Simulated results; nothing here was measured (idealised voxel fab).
A process module follows: voxel gate over fins.
FYI the section here is cut, 300 nm wide, cells are 5 nm squares.
A cross-section is written here as square cells arranged in a grid, and it is given in bands from the top down, each band taking up one or more rows of cells.
Top height, bottom height, nm. Materials left to right, width each, nm. Single material + "full width" = fills band edge to edge. "blank" = empty.
Height datum 0, below which the as-received substrate wafer is one material. Lowest band open at the bottom, running downward: "0..down".
Top row gets the first number, bottom row gets the second, and each row in between changes by the same step: that is how a band width like "30->40" works.
The designation "nothing was modified", where it is given for a processing step, indicates that no cell of the cross-section was altered in the course of that step.
Empty spaces counting at least 8 cells and having no open way to the top are listed in "Unvented cavities". The notation width x height at distance is used for each, the distance being from the left edge and all three values in nm.
Where a step's line continues beyond its settings, the continuation is a remark by the simulator itself on that step.
Steps that use a mask can have "overlay nm" on their line. It says how far the mask sat to the right of where it was meant to be. Negative means to the left.

So here's the lineup of process steps we planned:
- 1: RECEIVE (material Si)
- 2: CONFORMAL_DEP (material SiN; thk nm 10)
- 3: PATTERN (tone cover; mask id FINS; material resist; width nm 15; pitch nm 40; thk nm 15; overlay nm 0)
- 4: DIRECTIONAL_ETCH (etch materials SiN; depth nm 10)
- 5: DIRECTIONAL_ETCH (etch materials Si; depth nm 35)
- 6: STRIP (etch materials resist)
- 7: FILL_DEP (material SiO2; thk nm 15)
- 8: CMP (height nm 10)
- 9: SELECTIVE_ETCH (etch materials SiO2; depth nm 25)
- 10: STRIP (etch materials SiN)
- 11: CONFORMAL_DEP (material HfO2; thk nm 5)
- 12: CONFORMAL_DEP (material TiN; thk nm 5)
- 13: FILL_DEP (material W; thk nm 15)
- 14: CMP (height nm 20)
- 15: CONFORMAL_DEP (material SiN; thk nm 5)

Received-state cross-section, reflecting completion of step 1:
> 0..down  Si full width
> Unvented cavities: none

Cross-section: first of two wafers, module finished, run according to plan:
> 25..20  SiN full width
> 20..10  W full width
> 10..5  110 nm W, 35 nm TiN, 5 nm W, 35 nm TiN, 115 nm W
> 5..0  110 nm W, 5 nm TiN, 25 nm HfO2, 5 nm TiN, 5 nm W, 5 nm TiN, 25 nm HfO2, 5 nm TiN, 115 nm W
> 0..-5  110 nm W, 5 nm TiN, 5 nm HfO2, 15 nm Si, 5 nm HfO2, 5 nm TiN, 5 nm W, 5 nm TiN, 5 nm HfO2, 15 nm Si, 5 nm HfO2, 5 nm TiN, 115 nm W
> -5..-10  115 nm TiN, 5 nm HfO2, 15 nm Si, 5 nm HfO2, 15 nm TiN, 5 nm HfO2, 15 nm Si, 5 nm HfO2, 120 nm TiN
> -10..-15  120 nm HfO2, 15 nm Si, 25 nm HfO2, 15 nm Si, 125 nm HfO2
> -15..-35  120 nm SiO2, 15 nm Si, 25 nm SiO2, 15 nm Si, 125 nm SiO2
> -35..down  Si full width
> Unvented cavities: none

Same start, same plan as the first wafer - but one mistake in the run. Cross-section of the second of the two at the end of the module:
> 25..20  SiN full width
> 20..15  TiN full width
> 15..10  HfO2 full width
> 10..0  W full width
> 0..down  Si full width
> Unvented cavities: none
It is concluded that the wafer was processed incorrectly with respect to the plan, in that contrary to plan, step 2 was performed as CONFORMAL_DEP (material W; thk nm 10)
End of process, cell counts, second wafer against first, materials with more or fewer: 12 fewer of HfO2 | 378 more of Si | 216 fewer of SiO2 | 12 fewer of TiN | 138 fewer of W
